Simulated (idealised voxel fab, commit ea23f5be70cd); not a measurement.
voxel transistor to metal: a process module
Each square cell in cross-section cut measures 5 nm, and the section as a whole is 280 nm wide.
Cross-sections here: square-cell grids, written as top-down lists of bands, a band being one or more rows of cells. Heads up on the band format: heights come first, top then bottom, in nm. After that it's the materials left to right, each with its width in nm. A single material flagged "throughout" fills the whole band edge to edge, and "empty" means there's empty space there. The reference from which all heights are counted is 0, the level beneath which the as-received wafer is entirely one material; the lowest band, having no lower bound, proceeds downward and is written after the example "0 -> down". It should be noted that a width expressed as "30->40" varies in equal increments from row to row of cells within the band, taking the value of the first number at the top row and that of the second number at the bottom row. Given "no change occurred" for a step, no cell of the cross-section differs between before and after that step. What "Trapped void list" gives you is every empty space of 8 cells or more that is cut off from the top. Each appears as width x height at distance, with the distance taken from the left edge and width, height and distance all in nm. Formally, on a step line, whatever follows the settings is a remark that the simulator itself makes on the step. overlay nm, on a step with a mask: how far to the right of its planned place the mask lay; to the left if negative.
STEPS IN THE PROCESS PLAN
- 1: RECEIVE (material Si)
- 2: CONFORMAL_DEP (material SiO2; thk nm 5)
- 3: CONFORMAL_DEP (material SiN; thk nm 15)
- 4: DIRECTIONAL_DEP (material aC; thk nm 10)
- 5: PATTERN (tone cover; mask id ACTIVE; material resist; width nm 105; pitch nm 125; thk nm 25; overlay nm 0)
- 6: DIRECTIONAL_ETCH (etch materials aC; depth nm 10)
- 7: STRIP (etch materials resist)
- 8: DIRECTIONAL_ETCH (etch materials SiN; depth nm 15)
- 9: DIRECTIONAL_ETCH (etch materials SiO2; depth nm 5)
- 10: DIRECTIONAL_ETCH (etch materials Si; depth nm 30)
- 11: STRIP (etch materials aC)
- 12: FILL_DEP (material SiO2; thk nm 5)
- 13: CMP (height nm 20)
- 14: SELECTIVE_ETCH (etch materials SiO2; depth nm 15)
- 15: STRIP (etch materials SiN)
- 16: SELECTIVE_ETCH (etch materials SiO2; depth nm 5)
- 17: OXIDIZE (depth nm 5)
- 18: DIRECTIONAL_DEP (material polySi; thk nm 30)
- 19: DIRECTIONAL_DEP (material SiCN; thk nm 15)
- 20: PATTERN (tone cover; mask id GATE; material resist; width nm 25; pitch nm 125; thk nm 15; overlay nm 0)
- 21: DIRECTIONAL_ETCH (etch materials SiCN; depth nm 25)
- 22: DIRECTIONAL_ETCH (etch materials polySi; depth nm 40)
- 23: STRIP (etch materials resist)
- 24: CONFORMAL_DEP (material SiO2; thk nm 5)
- 25: DIRECTIONAL_ETCH (etch materials SiO2; depth nm 5)
- 26: CONFORMAL_DEP (material SiN; thk nm 10)
- 27: DIRECTIONAL_ETCH (etch materials SiN; depth nm 10)
- 28: DIRECTIONAL_ETCH (etch materials SiO2; depth nm 5)
- 29: DIRECTIONAL_ETCH (etch materials Si; depth nm 15)
- 30: EPI (material SiGe; thk nm 20)
- 31: FILL_DEP (material SiO2; thk nm 10)
- 32: CMP (height nm 45)
- 33: DIRECTIONAL_DEP (material SiO2; thk nm 10)
- 34: DIRECTIONAL_DEP (material aC; thk nm 10)
- 35: PATTERN (tone open; mask id CONTACT; material resist; width nm 30; thk nm 25; overlay nm 0)
- 36: DIRECTIONAL_ETCH (etch materials aC; depth nm 5)
- 37: STRIP (etch materials resist)
- 38: DIRECTIONAL_ETCH (etch materials SiO2; depth nm 40)
- 39: STRIP (etch materials aC)
- 40: CONFORMAL_DEP (material TiN; thk nm 5)
- 41: FILL_DEP (material W; thk nm 10)
- 42: CMP (height nm 55)
- 43: DIRECTIONAL_DEP (material TiN; thk nm 5)
- 44: DIRECTIONAL_DEP (material Ru; thk nm 20)
- 45: DIRECTIONAL_DEP (material aC; thk nm 10)
- 46: PATTERN (tone cover; mask id METAL_1; material resist; width nm 20; thk nm 25; overlay nm 0)
- 47: DIRECTIONAL_ETCH (etch materials aC; depth nm 10)
- 48: STRIP (etch materials resist)
- 49: DIRECTIONAL_ETCH (etch materials Ru; depth nm 20)
- 50: DIRECTIONAL_ETCH (etch materials TiN; depth nm 5)
- 51: STRIP (etch materials aC)
- 52: FILL_DEP (material SiO2; thk nm 5)
- 53: CMP (height nm 80)
- 54: CONFORMAL_DEP (material SiN; thk nm 5)
The plan shows the depth nm of step 36 as the first wafer had it; this setting differs between the wafers, which start out alike.
CROSS-SECTIONAL VIEW OF THE FIRST OF SEVERAL WAFERS IN THE AS-RECEIVED CONDITION, CORRESPONDING TO THE STATE FOLLOWING STEP 1
0 -> down = Si throughout
Trapped void list: none
POST STEP 54, THE CLOSING STEP OF THE MODULE: FIRST OF SEVERAL WAFERS, CROSS-SECTIONED
85 -> 80 = SiN throughout
80 -> 60 = SiO2 30 nm, then Ru 20 nm, then SiO2 55 nm, then Ru 20 nm, then SiO2 30 nm, then Ru 20 nm, then SiO2 55 nm, then Ru 20 nm, then SiO2 30 nm
60 -> 55 = SiO2 30 nm, then TiN 20 nm, then SiO2 55 nm, then TiN 20 nm, then SiO2 30 nm, then TiN 20 nm, then SiO2 55 nm, then TiN 20 nm, then SiO2 30 nm
55 -> 45 = SiO2 throughout
45 -> 30 = SiO2 50 nm, then SiN 10 nm, then SiO2 5 nm, then SiCN 25 nm, then SiO2 5 nm, then SiN 10 nm, then SiO2 70 nm, then SiN 10 nm, then SiO2 5 nm, then SiCN 25 nm, then SiO2 5 nm, then SiN 10 nm, then SiO2 50 nm
30 -> 15 = SiO2 50 nm, then SiN 10 nm, then SiO2 5 nm, then polySi 25 nm, then SiO2 5 nm, then SiN 10 nm, then SiO2 70 nm, then SiN 10 nm, then SiO2 5 nm, then polySi 25 nm, then SiO2 5 nm, then SiN 10 nm, then SiO2 50 nm
15 -> 0 = SiO2 30 nm, then SiGe 20 nm, then SiN 10 nm, then SiO2 5 nm, then polySi 25 nm, then SiO2 5 nm, then SiN 10 nm, then SiGe 20 nm, then SiO2 30 nm, then SiGe 20 nm, then SiN 10 nm, then SiO2 5 nm, then polySi 25 nm, then SiO2 5 nm, then SiN 10 nm, then SiGe 20 nm, then SiO2 30 nm
0 -> -5 = SiO2 20 nm, then SiGe 30 nm, then SiO2 55 nm, then SiGe 30 nm, then SiO2 10 nm, then SiGe 30 nm, then SiO2 55 nm, then SiGe 30 nm, then SiO2 20 nm
-5 -> -20 = SiO2 25 nm, then SiGe 25 nm, then Si 55 nm, then SiGe 25 nm, then SiO2 20 nm, then SiGe 25 nm, then Si 55 nm, then SiGe 25 nm, then SiO2 25 nm
-20 -> -30 = SiO2 25 nm, then Si 105 nm, then SiO2 20 nm, then Si 105 nm, then SiO2 25 nm
-30 -> down = Si throughout
Trapped void list: none
SECTIONAL VIEW OF THE LAST WAFER UPON COMPLETION OF THE MODULE
85 -> 80 = SiN throughout
80 -> 60 = SiO2 30 nm, then Ru 20 nm, then SiO2 55 nm, then Ru 20 nm, then SiO2 30 nm, then Ru 20 nm, then SiO2 55 nm, then Ru 20 nm, then SiO2 30 nm
60 -> 55 = SiO2 30 nm, then TiN 20 nm, then SiO2 55 nm, then TiN 20 nm, then SiO2 30 nm, then TiN 20 nm, then SiO2 55 nm, then TiN 20 nm, then SiO2 30 nm
55 -> 45 = SiO2 30 nm, then TiN 5 nm, then W 20->10 nm, then TiN 5->15 nm, then SiO2 35 nm, then TiN 5->15 nm, then W 20->10 nm, then TiN 5 nm, then SiO2 30 nm, then TiN 5 nm, then W 20->10 nm, then TiN 5->15 nm, then SiO2 35 nm, then TiN 5->15 nm, then W 20->10 nm, then TiN 5 nm, then SiO2 30 nm
45 -> 30 = SiO2 30 nm, then TiN 5 nm, then W 10 nm, then TiN 5 nm, then SiN 10 nm, then SiO2 5 nm, then SiCN 25 nm, then SiO2 5 nm, then SiN 10 nm, then TiN 5 nm, then W 10 nm, then TiN 5 nm, then SiO2 30 nm, then TiN 5 nm, then W 10 nm, then TiN 5 nm, then SiN 10 nm, then SiO2 5 nm, then SiCN 25 nm, then SiO2 5 nm, then SiN 10 nm, then TiN 5 nm, then W 10 nm, then TiN 5 nm, then SiO2 30 nm
30 -> 20 = SiO2 30 nm, then TiN 5 nm, then W 10 nm, then TiN 5 nm, then SiN 10 nm, then SiO2 5 nm, then polySi 25 nm, then SiO2 5 nm, then SiN 10 nm, then TiN 5 nm, then W 10 nm, then TiN 5 nm, then SiO2 30 nm, then TiN 5 nm, then W 10 nm, then TiN 5 nm, then SiN 10 nm, then SiO2 5 nm, then polySi 25 nm, then SiO2 5 nm, then SiN 10 nm, then TiN 5 nm, then W 10 nm, then TiN 5 nm, then SiO2 30 nm
20 -> 15 = SiO2 30 nm, then TiN 20 nm, then SiN 10 nm, then SiO2 5 nm, then polySi 25 nm, then SiO2 5 nm, then SiN 10 nm, then TiN 20 nm, then SiO2 30 nm, then TiN 20 nm, then SiN 10 nm, then SiO2 5 nm, then polySi 25 nm, then SiO2 5 nm, then SiN 10 nm, then TiN 20 nm, then SiO2 30 nm
15 -> 0 = SiO2 30 nm, then SiGe 20 nm, then SiN 10 nm, then SiO2 5 nm, then polySi 25 nm, then SiO2 5 nm, then SiN 10 nm, then SiGe 20 nm, then SiO2 30 nm, then SiGe 20 nm, then SiN 10 nm, then SiO2 5 nm, then polySi 25 nm, then SiO2 5 nm, then SiN 10 nm, then SiGe 20 nm, then SiO2 30 nm
0 -> -5 = SiO2 20 nm, then SiGe 30 nm, then SiO2 55 nm, then SiGe 30 nm, then SiO2 10 nm, then SiGe 30 nm, then SiO2 55 nm, then SiGe 30 nm, then SiO2 20 nm
-5 -> -20 = SiO2 25 nm, then SiGe 25 nm, then Si 55 nm, then SiGe 25 nm, then SiO2 20 nm, then SiGe 25 nm, then Si 55 nm, then SiGe 25 nm, then SiO2 25 nm
-20 -> -30 = SiO2 25 nm, then Si 105 nm, then SiO2 20 nm, then Si 105 nm, then SiO2 25 nm
-30 -> down = Si throughout
Trapped void list: none
PER WAFER, END OF MODULE: CELLS GAINED (+) OR LOST (-) PER MATERIAL SINCE RECEIPT, THEN CLOSED VOIDS
depth nm 5, +64 Ru, -186 Si, +30 SiCN, +132 SiGe, +128 SiN, +708 SiO2, +16 TiN, +60 polySi, Trapped void list: none
depth nm 10, +64 Ru, -186 Si, +30 SiCN, +132 SiGe, +128 SiN, +564 SiO2, +96 TiN, +64 W, +60 polySi, Trapped void list: none
depth nm 15, +64 Ru, -186 Si, +30 SiCN, +132 SiGe, +128 SiN, +564 SiO2, +96 TiN, +64 W, +60 polySi, Trapped void list: none
depth nm 20, +64 Ru, -186 Si, +30 SiCN, +132 SiGe, +128 SiN, +564 SiO2, +96 TiN, +64 W, +60 polySi, Trapped void list: none
depth nm 25, +64 Ru, -186 Si, +30 SiCN, +132 SiGe, +128 SiN, +564 SiO2, +96 TiN, +64 W, +60 polySi, Trapped void list: none
